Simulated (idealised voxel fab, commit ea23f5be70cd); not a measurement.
You're looking at the process module voxel self aligned vias.
This is section cut - it's 280 nm across, gridded in 5 nm square cells.
The cross-sections in this document take the form of a grid made of square cells. They are written out as bands, in order from top to bottom. Each band consists of one or more rows of cells.
Band: top height; bottom height; in nm. Then, left to right: material with width in nm, for each material. "everywhere": a single material spanning edge to edge. "blank": empty space.
Zero point of the height axis is 0; under it, received wafer = one material. Lowest band: continues down indefinitely, "0 nm and below".
With a width like "30 to 40", each row of cells in the band differs from the next by the same amount, the top row carrying the first number and the bottom row the second.
The designation "no alterations made", where it is given for a processing step, indicates that no cell of the cross-section was altered in the course of that step.
The list in "Unvented voids" covers empty spaces of 8 cells or more that cannot reach the top through any open way, and it gives each as width x height at distance; the distance is from the left edge, and width, height and distance are in nm.
On each step's line, the part that comes after the settings is the simulator's own comment on the step.
Each step line may optionally specify "overlay nm", which for a step with a mask gives the rightward distance between the mask's planned place and where it lay, a negative value indicating the leftward direction.
### These are the steps we planned for the process
1) RECEIVE,material Si
2) CONFORMAL_DEP,material SiO2,thk nm 15
3) CONFORMAL_DEP,material SiCN,thk nm 5
4) DIRECTIONAL_DEP,material SiO2,thk nm 30
5) DIRECTIONAL_DEP,material aC,thk nm 10
6) PATTERN,tone open,mask id LINES,material resist,width nm 20,pitch nm 45,thk nm 25,overlay nm 0
7) DIRECTIONAL_ETCH,etch materials aC,depth nm 10
8) STRIP,etch materials resist
9) DIRECTIONAL_ETCH,etch materials SiO2,depth nm 30
10) STRIP,etch materials aC
11) CONFORMAL_DEP,material TiN,thk nm 5
12) FILL_DEP,material Ru,thk nm 5
13) CMP,height nm 50
14) SELECTIVE_ETCH,etch materials W Ru TiN,depth nm 10
15) FILL_DEP,material SiN,thk nm 5
16) CMP,height nm 50
17) DIRECTIONAL_DEP,material SiO2,thk nm 15
18) DIRECTIONAL_DEP,material aC,thk nm 10
19) PATTERN,tone open,mask id VIAS,material resist,width nm 30,thk nm 25,overlay nm 0
20) DIRECTIONAL_ETCH,etch materials aC,depth nm 10
21) STRIP,etch materials resist
22) DIRECTIONAL_ETCH,etch materials SiO2,depth nm 15
23) DIRECTIONAL_ETCH,etch materials SiN,depth nm 10
24) STRIP,etch materials aC
25) CONFORMAL_DEP,material TiN,thk nm 5
26) FILL_DEP,material Ru,thk nm 10
27) CMP,height nm 65
28) CONFORMAL_DEP,material SiCN,thk nm 5
### As received (post step 1): cross-section
  0 nm and below | Si everywhere
  Unvented voids: none
### Here's the cross-section of the first of our two wafers at the end of the module - it ran as planned
  70 nm to 65 nm | SiCN everywhere
  65 nm to 55 nm | 100 SiO2, then 5 TiN, then 20 Ru, then 5 TiN, then 150 SiO2
  55 nm to 50 nm | 100 SiO2, then 10 TiN, then 10 Ru, then 10 TiN, then 150 SiO2
  50 nm to 45 nm | 105 SiO2, then 5 TiN, then 10 Ru, then 5 TiN, then 25 SiO2, then 20 SiN, then 110 SiO2
  45 nm to 40 nm | 105 SiO2, then 20 TiN, then 25 SiO2, then 20 SiN, then 110 SiO2
  40 nm to 25 nm | 105 SiO2, then 5 TiN, then 10 Ru, then 5 TiN, then 25 SiO2, then 5 TiN, then 10 Ru, then 5 TiN, then 110 SiO2
  25 nm to 20 nm | 105 SiO2, then 20 TiN, then 25 SiO2, then 20 TiN, then 110 SiO2
  20 nm to 15 nm | SiCN everywhere
  15 nm to 0 nm | SiO2 everywhere
  0 nm and below | Si everywhere
  Unvented voids: none
### Second of two wafers, module complete, sectioned: it shares the first wafer's start and plan but was run with one mistake
  70 nm to 65 nm | SiCN everywhere
  65 nm to 55 nm | 100 SiO2, then 5 TiN, then 20 Ru, then 5 TiN, then 150 SiO2
  55 nm to 50 nm | 100 SiO2, then 10 TiN, then 10 Ru, then 10 TiN, then 150 SiO2
  50 nm to 45 nm | 105 SiO2, then 5 TiN, then 10 Ru, then 5 TiN, then 25 SiO2, then 20 SiN, then 110 SiO2
  45 nm to 40 nm | 105 SiO2, then 20 TiN, then 25 SiO2, then 20 SiN, then 110 SiO2
  40 nm to 25 nm | 105 SiO2, then 5 TiN, then 10 Ru, then 5 TiN, then 25 SiO2, then 5 TiN, then 10 Ru, then 5 TiN, then 110 SiO2
  25 nm to 20 nm | 105 SiO2, then 20 TiN, then 25 SiO2, then 20 TiN, then 110 SiO2
  20 nm to 15 nm | SiCN everywhere
  15 nm to 0 nm | Ru everywhere
  0 nm and below | Si everywhere
  Unvented voids: none
Short version of what went wrong: note that step 2 departed from the planned setting and was carried out as CONFORMAL_DEP,material Ru,thk nm 15
In the final state, the cell counts of the second wafer exceed or fall short of those of the first for the following materials: Ru: 168 more, SiO2: 168 fewer
